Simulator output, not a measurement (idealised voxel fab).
Name of the process module below: voxel capacitor over wiring
Xsec cut, 205 nm wide, square cell size 5 nm.
Cross-section layout: square cells on a grid; listed as bands, top to bottom; a band spans one or more cell rows.
Band: top height; bottom height; in nm. Then, left to right: material with width in nm, for each material. "all across": a single material spanning edge to edge. "blank": empty space.
Heights are measured from 0, the level below which the as-received wafer is all one material; the lowest band has no bottom and continues downward, written as in "0 and below".
The two numbers in a width such as "30 to 40" mark its ends across the band: the first belongs to the top row of cells, the second to the bottom row, and from each row to the next the width moves by the same amount.
It should be understood that the words "no change", when stated for a given step, signify that the cross-section underwent no change in any of its cells during that step.
Empty spaces counting at least 8 cells and having no open way to the top are listed in "Closed empty spaces". The notation width x height at distance is used for each, the distance being from the left edge and all three values in nm.
The remark found on a step's line after its settings is issued by the simulator itself and pertains to that step.
The optional step-line setting "overlay nm" applies to steps with a mask and quantifies how far to the right of its planned location the mask lay, a negative value indicating leftward placement.
## Listed below are the process steps as planned
- 1: op RECEIVE | material Si
- 2: op CONFORMAL_DEP | material SiO2 | thk nm 10
- 3: op DIRECTIONAL_DEP | material TiN | thk nm 5
- 4: op DIRECTIONAL_DEP | material Ru | thk nm 20
- 5: op DIRECTIONAL_DEP | material aC | thk nm 10
- 6: op PATTERN | tone cover | mask id METAL_1 | material resist | width nm 30 | pitch nm 90 | thk nm 30 | overlay nm 0
- 7: op DIRECTIONAL_ETCH | etch materials aC | depth nm 10
- 8: op STRIP | etch materials resist
- 9: op DIRECTIONAL_ETCH | etch materials Ru | depth nm 20
- 10: op DIRECTIONAL_ETCH | etch materials TiN | depth nm 5
- 11: op STRIP | etch materials aC
- 12: op FILL_DEP | material lowk | thk nm 10
- 13: op CMP | height nm 35
- 14: op CONFORMAL_DEP | material SiCN | thk nm 5
- 15: op DIRECTIONAL_DEP | material lowk | thk nm 15
- 16: op DIRECTIONAL_DEP | material aC | thk nm 10
- 17: op PATTERN | tone open | mask id PLUG_1 | material resist | width nm 15 | thk nm 30 | overlay nm 0
- 18: op DIRECTIONAL_ETCH | etch materials aC | depth nm 10
- 19: op STRIP | etch materials resist
- 20: op DIRECTIONAL_ETCH | etch materials lowk | depth nm 15
- 21: op DIRECTIONAL_ETCH | etch materials SiCN | depth nm 5
- 22: op STRIP | etch materials aC
- 23: op EPI | material Ru | thk nm 10
- 24: op EPI | material Ru | thk nm 10
- 25: op DIRECTIONAL_DEP | material TiN | thk nm 10
- 26: op DIRECTIONAL_DEP | material HfO2 | thk nm 5
- 27: op DIRECTIONAL_DEP | material TiN | thk nm 5
- 28: op DIRECTIONAL_DEP | material aC | thk nm 10
- 29: op PATTERN | tone cover | mask id UPPER_PLATE | material resist | width nm 65 | thk nm 30 | overlay nm 0
- 30: op DIRECTIONAL_ETCH | etch materials aC | depth nm 10
- 31: op STRIP | etch materials resist
- 32: op DIRECTIONAL_ETCH | etch materials TiN | depth nm 5
- 33: op DIRECTIONAL_ETCH | etch materials HfO2 | depth nm 5
- 34: op STRIP | etch materials aC
- 35: op PATTERN | tone cover | mask id LOWER_PLATE | material resist | width nm 75 | thk nm 20 | overlay nm 0
- 36: op DIRECTIONAL_ETCH | etch materials TiN | depth nm 10
- 37: op STRIP | etch materials resist
- 38: op FILL_DEP | material SiO2 | thk nm 15
- 39: op CMP | height nm 85
- 40: op PATTERN | tone open | mask id PLUG_2 | material resist | width nm 15 | thk nm 15 | overlay nm 0
- 41: op DIRECTIONAL_ETCH | etch materials SiO2 | depth nm 10
- 42: op STRIP | etch materials resist
- 43: op CONFORMAL_DEP | material TiN | thk nm 5
- 44: op FILL_DEP | material Cu | thk nm 10
- 45: op CMP | height nm 85
- 46: op CONFORMAL_DEP | material SiCN | thk nm 5
## Step 1 complete: cross-section of the wafer as received
  0 and below: Si all across
  Closed empty spaces: none
## Sectioned view, first of two wafers, at the close of the module, processed as intended in the plan
  90 down to 85: SiCN all across
  85 down to 80: 65 of SiO2, then 5 of TiN, then 5 of Cu, then 5 of TiN, then 125 of SiO2
  80 down to 70: 65 to 55 of SiO2, then 15 to 65 of TiN, then 125 to 85 of SiO2
  70 down to 65: 55 of SiO2, then 65 of HfO2, then 85 of SiO2
  65 down to 55: 50 of SiO2, then 75 of TiN, then 80 of SiO2
  55 down to 40: 55 of lowk, then 15 of Ru, then 135 of lowk
  40 down to 35: 55 of SiCN, then 15 of Ru, then 135 of SiCN
  35 down to 15: 40 of lowk, then 30 of Ru, then 60 of lowk, then 30 of Ru, then 45 of lowk
  15 down to 10: 40 of lowk, then 30 of TiN, then 60 of lowk, then 30 of TiN, then 45 of lowk
  10 down to 0: SiO2 all across
  0 and below: Si all across
  Closed empty spaces: none
## Cross-sectional view of the second of two wafers upon completion of the module. This wafer shared its starting condition and process plan with the first; one error was made during its execution
  90 down to 85: SiCN all across
  85 down to 80: 65 of SiO2, then 5 of TiN, then 5 of Cu, then 5 of TiN, then 125 of SiO2
  80 down to 75: 65 of SiO2, then 15 of TiN, then 125 of SiO2
  75 down to 70: SiO2 all across
  70 down to 65: 55 of SiO2, then 65 of TiN, then 85 of SiO2
  65 down to 60: 55 of SiO2, then 65 of HfO2, then 85 of SiO2
  60 down to 55: 50 of SiO2, then 75 of TiN, then 80 of SiO2
  55 down to 40: 55 of lowk, then 15 of Ru, then 135 of lowk
  40 down to 35: 55 of SiCN, then 15 of Ru, then 135 of SiCN
  35 down to 15: 40 of lowk, then 30 of Ru, then 60 of lowk, then 30 of Ru, then 45 of lowk
  15 down to 10: 40 of lowk, then 30 of TiN, then 60 of lowk, then 30 of TiN, then 45 of lowk
  10 down to 0: SiO2 all across
  0 and below: Si all across
  Closed empty spaces: none
Deviation from plan: it should be noted that step 25 was executed with settings other than those planned, the operation and settings actually applied being op DIRECTIONAL_DEP | material TiN | thk nm 5
Final difference in cells, second wafer against first, listed per material as more or fewer: SiO2: 15 more, TiN: 15 fewer
